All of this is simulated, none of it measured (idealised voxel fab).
The document below concerns the process module designated voxel wiring stack.
Displayed cross-section: cut, width of 290 nm, square cells sized 5 nm.
This document writes a cross-section as a grid whose cells are square, and gives it as bands, listed from the top down; one or more rows of cells form a band. Each band's line starts with the height of the band's top and of its bottom, in nm. Then come its materials from left to right, each with its width in nm. One material with "edge to edge" fills the band from edge to edge. "air" is empty space. All heights in this document are referenced to 0, defined as the level beneath which the wafer, as received, consists entirely of one material. The lowest band is not bounded below; it extends indefinitely downward and is written in the form "0..down". Top row gets the first number, bottom row gets the second, and each row in between changes by the same step: that is how a band width like "30 to 40" works. "nothing altered" for a step: no cell of the cross-section changed in that step. For the entry "Fully closed voids", the listed items are empty spaces with no open way to the top whose size is 8 cells or more; each item follows the pattern width x height at distance, where distance is from the left edge and all three are in nm. Anything after a step's settings on that line? It's the simulator's own note about the step. Each step line may optionally specify "overlay nm", which for a step with a mask gives the rightward distance between the mask's planned place and where it lay, a negative value indicating the leftward direction.

THE PLANNED PROCESS STEPS ARE ENUMERATED HEREUNDER
- 1: op RECEIVE | material Si
- 2: op CONFORMAL_DEP | material SiO2 | thk nm 15
- 3: op DIRECTIONAL_DEP | material TiN | thk nm 5
- 4: op DIRECTIONAL_DEP | material W | thk nm 15
- 5: op DIRECTIONAL_DEP | material aC | thk nm 10
- 6: op PATTERN | tone cover | mask id METAL_1 | material resist | width nm 25 | pitch nm 50 | thk nm 25 | overlay nm 0
- 7: op DIRECTIONAL_ETCH | etch materials aC | depth nm 10
- 8: op STRIP | etch materials resist
- 9: op DIRECTIONAL_ETCH | etch materials W | depth nm 15
- 10: op DIRECTIONAL_ETCH | etch materials TiN | depth nm 5
- 11: op STRIP | etch materials aC
- 12: op FILL_DEP | material SiO2 | thk nm 5
- 13: op CMP | height nm 35
- 14: op CONFORMAL_DEP | material SiCN | thk nm 5
- 15: op DIRECTIONAL_DEP | material SiO2 | thk nm 20
- 16: op MASKED_ETCH | tone open | mask id PLUG_1 | width nm 15 | etch materials SiO2 | depth nm 20 | overlay nm 0
- 17: op MASKED_ETCH | tone open | mask id PLUG_1 | width nm 15 | etch materials SiCN | depth nm 5 | overlay nm 0
- 18: op EPI | material Ru | thk nm 10
- 19: op EPI | material Ru | thk nm 10
- 20: op EPI | material Ru | thk nm 5
- 21: op CONFORMAL_DEP | material SiCN | thk nm 5
- 22: op DIRECTIONAL_DEP | material lowk | thk nm 25
- 23: op PATTERN | tone open | mask id METAL_2 | material resist | width nm 25 | pitch nm 50 | thk nm 20 | overlay nm 0
- 24: op DIRECTIONAL_ETCH | etch materials lowk | depth nm 25
- 25: op DIRECTIONAL_ETCH | etch materials SiCN | depth nm 5
- 26: op STRIP | etch materials resist
- 27: op CONFORMAL_DEP | material TiN | thk nm 5
- 28: op FILL_DEP | material Ru | thk nm 5
- 29: op CMP | height nm 90
- 30: op EPI | material Ru | thk nm 5
- 31: op FILL_DEP | material SiCN | thk nm 5
- 32: op DIRECTIONAL_DEP | material SiO2 | thk nm 20
- 33: op DIRECTIONAL_DEP | material aC | thk nm 10
- 34: op PATTERN | tone open | mask id PLUG_2 | material resist | width nm 15 | pitch nm 50 | thk nm 25 | overlay nm 0
- 35: op DIRECTIONAL_ETCH | etch materials aC | depth nm 10
- 36: op STRIP | etch materials resist
- 37: op DIRECTIONAL_ETCH | etch materials SiO2 | depth nm 20
- 38: op DIRECTIONAL_ETCH | etch materials SiCN | depth nm 5
- 39: op STRIP | etch materials aC
- 40: op EPI | material Ru | thk nm 10
- 41: op EPI | material Ru | thk nm 10
- 42: op EPI | material Ru | thk nm 5
- 43: op CONFORMAL_DEP | material SiCN | thk nm 5
- 44: op DIRECTIONAL_DEP | material SiO2 | thk nm 25
- 45: op DIRECTIONAL_DEP | material aC | thk nm 15
- 46: op PATTERN | tone open | mask id METAL_3 | material resist | width nm 25 | pitch nm 50 | thk nm 35 | overlay nm 0
- 47: op DIRECTIONAL_ETCH | etch materials aC | depth nm 15
- 48: op STRIP | etch materials resist
- 49: op DIRECTIONAL_ETCH | etch materials SiO2 | depth nm 25
- 50: op DIRECTIONAL_ETCH | etch materials SiCN | depth nm 5
- 51: op STRIP | etch materials aC
- 52: op CONFORMAL_DEP | material TiN | thk nm 5
- 53: op FILL_DEP | material Cu | thk nm 5
- 54: op CMP | height nm 150
- 55: op CONFORMAL_DEP | material SiN | thk nm 5

CROSS-SECTION OF THE WAFER UPON ARRIVAL, REPRESENTING THE STATE REACHED AFTER STEP 1
  0..down = Si edge to edge
  Fully closed voids: none

STARTING STRUCTURE AND PROCESS PLAN ARE AS SHOWN ABOVE, BUT ONE MISTAKE WAS MADE IN RUNNING THE MODULE; THE WAFER CROSS-SECTION AT THE END OF THE MODULE FOLLOWS
  155..150 = SiN edge to edge
  150..125 = 105 of SiO2, then 5 of TiN, then 15 of Cu, then 5 of TiN, then 25 of SiO2, then 5 of TiN, then 15 of Cu, then 5 of TiN, then 110 of SiO2
  125..120 = 105 of SiCN, then 25 of TiN, then 25 of SiCN, then 25 of TiN, then 110 of SiCN
  120..100 = 105 of SiO2, then 15 of Ru, then 35 of SiO2, then 15 of Ru, then 120 of SiO2
  100..95 = 105 of SiCN, then 15 of Ru, then 35 of SiCN, then 15 of Ru, then 120 of SiCN
  95..90 = Ru edge to edge
  90..65 = Cu edge to edge
  65..60 = SiCN edge to edge
  60..40 = 105 of SiO2, then 15 of Ru, then 170 of SiO2
  40..35 = 105 of SiCN, then 15 of Ru, then 170 of SiCN
  35..20 = 105 of SiO2, then 25 of W, then 25 of SiO2, then 25 of W, then 110 of SiO2
  20..15 = 105 of SiO2, then 25 of TiN, then 25 of SiO2, then 25 of TiN, then 110 of SiO2
  15..0 = SiO2 edge to edge
  0..down = Si edge to edge
  Fully closed voids: none
The mistake made against the process plan was this: step 22 ran as: op DIRECTIONAL_DEP | material Cu | thk nm 25
